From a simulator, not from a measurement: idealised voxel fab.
This section sets out a process module, namely voxel capacitor over wiring.
We display cut, a cross-section 210 nm in width whose square cells are each 5 nm.
Cross-section, as written here: a square-cell grid given band by band from the top down, where a band holds one or more rows of cells. Look at the band entry: it leads with the top's height and the bottom's height in nm. Then it lists the materials left to right, with a width in nm for each. The word "all across" on a single material says that material fills the band edge to edge. The word "empty" is empty space. The reference from which all heights are counted is 0, the level beneath which the as-received wafer is entirely one material; the lowest band, having no lower bound, proceeds downward and is written after the example "0 -> down". Width spec "30 to 40" -> top row of cells at first value, bottom row at second value, equal per-row change in between. "stayed the same" (step): cross-section cells unchanged, all of them. Under "Enclosed empty spaces" you'll find the enclosed gaps, the ones with no way out to the top, that are 8 cells or bigger; each reads width x height at distance, with distance counted from the left edge, everything in nm. Anything after a step's settings on that line? It's the simulator's own note about the step. The "overlay nm" setting may appear on a step's line; for a step that uses a mask, it gives how far to the right of its planned position the mask lay, and a negative value indicates the left.
The steps planned for the process are as follows
1: RECEIVE: material Si
2: CONFORMAL_DEP: material SiO2, thk nm 15
3: CONFORMAL_DEP: material SiCN, thk nm 5
4: DIRECTIONAL_DEP: material SiO2, thk nm 25
5: MASKED_ETCH: tone open, mask id METAL_1, width nm 25, pitch nm 75, etch materials SiO2, depth nm 25, overlay nm 0
6: MASKED_ETCH: tone open, mask id METAL_1, width nm 25, pitch nm 75, etch materials SiCN, depth nm 5, overlay nm 0
7: CONFORMAL_DEP: material TiN, thk nm 5
8: FILL_DEP: material W, thk nm 10
9: CMP: height nm 45
10: EPI: material Ru, thk nm 5
11: FILL_DEP: material SiCN, thk nm 5
12: DIRECTIONAL_DEP: material SiO2, thk nm 10
13: MASKED_ETCH: tone open, mask id PLUG_1, width nm 15, etch materials SiO2, depth nm 10, overlay nm 0
14: MASKED_ETCH: tone open, mask id PLUG_1, width nm 15, etch materials SiCN, depth nm 5, overlay nm 0
15: CONFORMAL_DEP: material TiN, thk nm 5
16: FILL_DEP: material W, thk nm 5
17: CMP: height nm 65
18: DIRECTIONAL_DEP: material TiN, thk nm 10
19: DIRECTIONAL_DEP: material Al2O3, thk nm 5
20: DIRECTIONAL_DEP: material TiN, thk nm 10
21: PATTERN: tone cover, mask id UPPER_PLATE, material resist, width nm 55, thk nm 20, overlay nm 0
22: DIRECTIONAL_ETCH: etch materials TiN, depth nm 10
23: DIRECTIONAL_ETCH: etch materials Al2O3, depth nm 5
24: STRIP: etch materials resist
25: PATTERN: tone cover, mask id LOWER_PLATE, material resist, width nm 65, thk nm 15, overlay nm 0
26: DIRECTIONAL_ETCH: etch materials TiN, depth nm 10
27: STRIP: etch materials resist
28: FILL_DEP: material SiO2, thk nm 20
29: CMP: height nm 105
30: PATTERN: tone open, mask id PLUG_2, material resist, width nm 15, thk nm 20, overlay nm 0
31: DIRECTIONAL_ETCH: etch materials SiO2, depth nm 15
32: STRIP: etch materials resist
33: CONFORMAL_DEP: material TiN, thk nm 5
34: FILL_DEP: material Ru, thk nm 5
35: CMP: height nm 105
36: CONFORMAL_DEP: material SiCN, thk nm 5
Account of the first of two wafers, which was processed as intended
Received-state cross-section, reflecting completion of step 1
* 0 -> down = Si all across
* Enclosed empty spaces: none
Take a look at the wafer's cross-section after step 2
* 15 -> 0 = SiO2 all across
* Anything lower than 0 is untouched.
Take a look at the wafer's cross-section after step 3
* 20 -> 15 = SiCN all across
* Anything lower than 15 is untouched.
Take a look at the wafer's cross-section after step 4
* 45 -> 20 = SiO2 all across
* Anything lower than 20 is untouched.
Take a look at the wafer's cross-section after step 5
* 45 -> 20 = SiO2 (55)  empty (25)  SiO2 (50)  empty (25)  SiO2 (55)
* Anything lower than 20 is untouched.
Take a look at the wafer's cross-section after step 6
* 45 -> 20 = SiO2 (55)  empty (25)  SiO2 (50)  empty (25)  SiO2 (55)
* 20 -> 15 = SiCN (55)  empty (25)  SiCN (50)  empty (25)  SiCN (55)
* Anything lower than 15 is untouched.
Take a look at the wafer's cross-section after step 7
* 50 -> 45 = TiN (60)  empty (15)  TiN (60)  empty (15)  TiN (60)
* 45 -> 20 = SiO2 (55)  TiN (5)  empty (15)  TiN (5)  SiO2 (50)  TiN (5)  empty (15)  TiN (5)  SiO2 (55)
* 20 -> 15 = SiCN (55)  TiN (25)  SiCN (50)  TiN (25)  SiCN (55)
* Anything lower than 15 is untouched.
Take a look at the wafer's cross-section after step 8
* 60 -> 50 = W all across
* 50 -> 45 = TiN (60)  W (15)  TiN (60)  W (15)  TiN (60)
* 45 -> 20 = SiO2 (55)  TiN (5)  W (15)  TiN (5)  SiO2 (50)  TiN (5)  W (15)  TiN (5)  SiO2 (55)
* Anything lower than 20 is untouched.
Take a look at the wafer's cross-section after step 9
* 45 -> 20 = SiO2 (55)  TiN (5)  W (15)  TiN (5)  SiO2 (50)  TiN (5)  W (15)  TiN (5)  SiO2 (55)
* Anything lower than 20 is untouched.
Take a look at the wafer's cross-section after step 10
* 50 -> 45 = empty (50)  Ru (35)  empty (40)  Ru (35)  empty (50)
* Anything lower than 45 is untouched.
Take a look at the wafer's cross-section after step 11
* 55 -> 50 = SiCN all across
* 50 -> 45 = SiCN (50)  Ru (35)  SiCN (40)  Ru (35)  SiCN (50)
* Anything lower than 45 is untouched.
Take a look at the wafer's cross-section after step 12
* 65 -> 55 = SiO2 all across
* Anything lower than 55 is untouched.
Take a look at the wafer's cross-section after step 13
* 65 -> 55 = SiO2 (65)  empty (15)  SiO2 (130)
* Anything lower than 55 is untouched.
Take a look at the wafer's cross-section after step 14
* 65 -> 55 = SiO2 (65)  empty (15)  SiO2 (130)
* 55 -> 50 = SiCN (65)  empty (15)  SiCN (130)
* Anything lower than 50 is untouched.
Take a look at the wafer's cross-section after step 15
* 70 -> 65 = TiN (70)  empty (5)  TiN (135)
* 65 -> 55 = SiO2 (65)  TiN (5)  empty (5)  TiN (5)  SiO2 (130)
* 55 -> 50 = SiCN (65)  TiN (15)  SiCN (130)
* Anything lower than 50 is untouched.
Take a look at the wafer's cross-section after step 16
* 75 -> 70 = W all across
* 70 -> 65 = TiN (70)  W (5)  TiN (135)
* 65 -> 55 = SiO2 (65)  TiN (5)  W (5)  TiN (5)  SiO2 (130)
* Anything lower than 55 is untouched.
Take a look at the wafer's cross-section after step 17
* 65 -> 55 = SiO2 (65)  TiN (5)  W (5)  TiN (5)  SiO2 (130)
* Anything lower than 55 is untouched.
Take a look at the wafer's cross-section after step 18
* 75 -> 65 = TiN all across
* Anything lower than 65 is untouched.
Take a look at the wafer's cross-section after step 19
* 80 -> 75 = Al2O3 all across
* Anything lower than 75 is untouched.
Take a look at the wafer's cross-section after step 20
* 90 -> 80 = TiN all across
* Anything lower than 80 is untouched.
Take a look at the wafer's cross-section after step 21
* 110 -> 90 = empty (65)  resist (55)  empty (90)
* Anything lower than 90 is untouched.
Take a look at the wafer's cross-section after step 22
* 110 -> 90 = empty (65)  resist (55)  empty (90)
* 90 -> 80 = empty (65)  TiN (55)  empty (90)
* Anything lower than 80 is untouched.
Take a look at the wafer's cross-section after step 23
* 110 -> 90 = empty (65)  resist (55)  empty (90)
* 90 -> 80 = empty (65)  TiN (55)  empty (90)
* 80 -> 75 = empty (65)  Al2O3 (55)  empty (90)
* Anything lower than 75 is untouched.
Take a look at the wafer's cross-section after step 24
* 90 -> 80 = empty (65)  TiN (55)  empty (90)
* Anything lower than 80 is untouched.
Take a look at the wafer's cross-section after step 25
* 105 -> 90 = empty (60)  resist (65)  empty (85)
* 90 -> 80 = empty (60)  resist (5)  TiN (55)  resist (5)  empty (85)
* 80 -> 75 = empty (60)  resist (5)  Al2O3 (55)  resist (5)  empty (85)
* Anything lower than 75 is untouched.
Take a look at the wafer's cross-section after step 26
* 105 -> 90 = empty (60)  resist (65)  empty (85)
* 90 -> 80 = empty (60)  resist (5)  TiN (55)  resist (5)  empty (85)
* 80 -> 75 = empty (60)  resist (5)  Al2O3 (55)  resist (5)  empty (85)
* 75 -> 65 = empty (60)  TiN (65)  empty (85)
* Anything lower than 65 is untouched.
Take a look at the wafer's cross-section after step 27
* 90 -> 80 = empty (65)  TiN (55)  empty (90)
* 80 -> 75 = empty (65)  Al2O3 (55)  empty (90)
* Anything lower than 75 is untouched.
Take a look at the wafer's cross-section after step 28
* 110 -> 90 = SiO2 all across
* 90 -> 80 = SiO2 (65)  TiN (55)  SiO2 (90)
* 80 -> 75 = SiO2 (65)  Al2O3 (55)  SiO2 (90)
* 75 -> 65 = SiO2 (60)  TiN (65)  SiO2 (85)
* Anything lower than 65 is untouched.
Take a look at the wafer's cross-section after step 29
* 105 -> 90 = SiO2 all across
* Anything lower than 90 is untouched.
Take a look at the wafer's cross-section after step 30
* 125 -> 105 = resist (75)  empty (15)  resist (120)
* Anything lower than 105 is untouched.
Take a look at the wafer's cross-section after step 31
* 125 -> 105 = resist (75)  empty (15)  resist (120)
* 105 -> 90 = SiO2 (75)  empty (15)  SiO2 (120)
* Anything lower than 90 is untouched.
Take a look at the wafer's cross-section after step 32
* 105 -> 90 = SiO2 (75)  empty (15)  SiO2 (120)
* Anything lower than 90 is untouched.
Take a look at the wafer's cross-section after step 33
* 110 -> 105 = TiN (80)  empty (5)  TiN (125)
* 105 -> 95 = SiO2 (75)  TiN (5)  empty (5)  TiN (5)  SiO2 (120)
* 95 -> 90 = SiO2 (75)  TiN (15)  SiO2 (120)
* Anything lower than 90 is untouched.
Take a look at the wafer's cross-section after step 34
* 115 -> 110 = Ru all across
* 110 -> 105 = TiN (80)  Ru (5)  TiN (125)
* 105 -> 95 = SiO2 (75)  TiN (5)  Ru (5)  TiN (5)  SiO2 (120)
* Anything lower than 95 is untouched.
Take a look at the wafer's cross-section after step 35
* 105 -> 95 = SiO2 (75)  TiN (5)  Ru (5)  TiN (5)  SiO2 (120)
* Anything lower than 95 is untouched.
Take a look at the wafer's cross-section after step 36
* 110 -> 105 = SiCN all across
* Anything lower than 105 is untouched.
The remaining wafer, second of the two, started like the first and was run to the same plan, except that one mistake was made along the way; the two coincide through step 12, inclusive
Cross-section, second wafer, at the end time the plan gives for step 13
* 65 -> 55 = empty (65)  SiO2 (15)  empty (130)
* Anything lower than 55 is untouched.
Cross-section, second wafer, at the end time the plan gives for step 14: stayed the same
Cross-section, second wafer, at the end time the plan gives for step 15
* 70 -> 65 = empty (60)  TiN (25)  empty (125)
* 65 -> 60 = empty (60)  TiN (5)  SiO2 (15)  TiN (5)  empty (125)
* 60 -> 55 = TiN (65)  SiO2 (15)  TiN (130)
* Anything lower than 55 is untouched.
Cross-section, second wafer, at the end time the plan gives for step 16
* 75 -> 70 = W all across
* 70 -> 65 = W (60)  TiN (25)  W (125)
* 65 -> 60 = W (60)  TiN (5)  SiO2 (15)  TiN (5)  W (125)
* Anything lower than 60 is untouched.
Cross-section, second wafer, at the end time the plan gives for step 17
* 65 -> 60 = W (60)  TiN (5)  SiO2 (15)  TiN (5)  W (125)
* Anything lower than 60 is untouched.
Cross-section, second wafer, at the end time the plan gives for step 18
* 75 -> 65 = TiN all across
* Anything lower than 65 is untouched.
Cross-section, second wafer, at the end time the plan gives for step 19
* 80 -> 75 = Al2O3 all across
* Anything lower than 75 is untouched.
Cross-section, second wafer, at the end time the plan gives for step 20
* 90 -> 80 = TiN all across
* Anything lower than 80 is untouched.
Cross-section, second wafer, at the end time the plan gives for step 21
* 110 -> 90 = empty (65)  resist (55)  empty (90)
* Anything lower than 90 is untouched.
Cross-section, second wafer, at the end time the plan gives for step 22
* 110 -> 90 = empty (65)  resist (55)  empty (90)
* 90 -> 80 = empty (65)  TiN (55)  empty (90)
* Anything lower than 80 is untouched.
Cross-section, second wafer, at the end time the plan gives for step 23
* 110 -> 90 = empty (65)  resist (55)  empty (90)
* 90 -> 80 = empty (65)  TiN (55)  empty (90)
* 80 -> 75 = empty (65)  Al2O3 (55)  empty (90)
* Anything lower than 75 is untouched.
Cross-section, second wafer, at the end time the plan gives for step 24
* 90 -> 80 = empty (65)  TiN (55)  empty (90)
* Anything lower than 80 is untouched.
Cross-section, second wafer, at the end time the plan gives for step 25
* 105 -> 90 = empty (60)  resist (65)  empty (85)
* 90 -> 80 = empty (60)  resist (5)  TiN (55)  resist (5)  empty (85)
* 80 -> 75 = empty (60)  resist (5)  Al2O3 (55)  resist (5)  empty (85)
* Anything lower than 75 is untouched.
Cross-section, second wafer, at the end time the plan gives for step 26
* 105 -> 90 = empty (60)  resist (65)  empty (85)
* 90 -> 80 = empty (60)  resist (5)  TiN (55)  resist (5)  empty (85)
* 80 -> 75 = empty (60)  resist (5)  Al2O3 (55)  resist (5)  empty (85)
* 75 -> 65 = empty (60)  TiN (65)  empty (85)
* Anything lower than 65 is untouched.
Cross-section, second wafer, at the end time the plan gives for step 27
* 90 -> 80 = empty (65)  TiN (55)  empty (90)
* 80 -> 75 = empty (65)  Al2O3 (55)  empty (90)
* Anything lower than 75 is untouched.
Cross-section, second wafer, at the end time the plan gives for step 28
* 110 -> 90 = SiO2 all across
* 90 -> 80 = SiO2 (65)  TiN (55)  SiO2 (90)
* 80 -> 75 = SiO2 (65)  Al2O3 (55)  SiO2 (90)
* 75 -> 65 = SiO2 (60)  TiN (65)  SiO2 (85)
* Anything lower than 65 is untouched.
Cross-section, second wafer, at the end time the plan gives for step 29
* 105 -> 90 = SiO2 all across
* Anything lower than 90 is untouched.
Cross-section, second wafer, at the end time the plan gives for step 30
* 125 -> 105 = resist (75)  empty (15)  resist (120)
* Anything lower than 105 is untouched.
Cross-section, second wafer, at the end time the plan gives for step 31
* 125 -> 105 = resist (75)  empty (15)  resist (120)
* 105 -> 90 = SiO2 (75)  empty (15)  SiO2 (120)
* Anything lower than 90 is untouched.
Cross-section, second wafer, at the end time the plan gives for step 32
* 105 -> 90 = SiO2 (75)  empty (15)  SiO2 (120)
* Anything lower than 90 is untouched.
Cross-section, second wafer, at the end time the plan gives for step 33
* 110 -> 105 = TiN (80)  empty (5)  TiN (125)
* 105 -> 95 = SiO2 (75)  TiN (5)  empty (5)  TiN (5)  SiO2 (120)
* 95 -> 90 = SiO2 (75)  TiN (15)  SiO2 (120)
* Anything lower than 90 is untouched.
Cross-section, second wafer, at the end time the plan gives for step 34
* 115 -> 110 = Ru all across
* 110 -> 105 = TiN (80)  Ru (5)  TiN (125)
* 105 -> 95 = SiO2 (75)  TiN (5)  Ru (5)  TiN (5)  SiO2 (120)
* Anything lower than 95 is untouched.
Cross-section, second wafer, at the end time the plan gives for step 35
* 105 -> 95 = SiO2 (75)  TiN (5)  Ru (5)  TiN (5)  SiO2 (120)
* Anything lower than 95 is untouched.
Cross-section, second wafer, at the end time the plan gives for step 36
* 110 -> 105 = SiCN all across
* Anything lower than 105 is untouched.
Short version of what went wrong: step 13 went in with a setting other than planned; the actual run was MASKED_ETCH: tone cover, mask id PLUG_1, width nm 15, etch materials SiO2, depth nm 10, overlay nm 0
Final wafer comparison in cells, second versus first, more or fewer per material: SiCN: 3 more, SiO2: 72 fewer, TiN: 34 more, W: 35 more
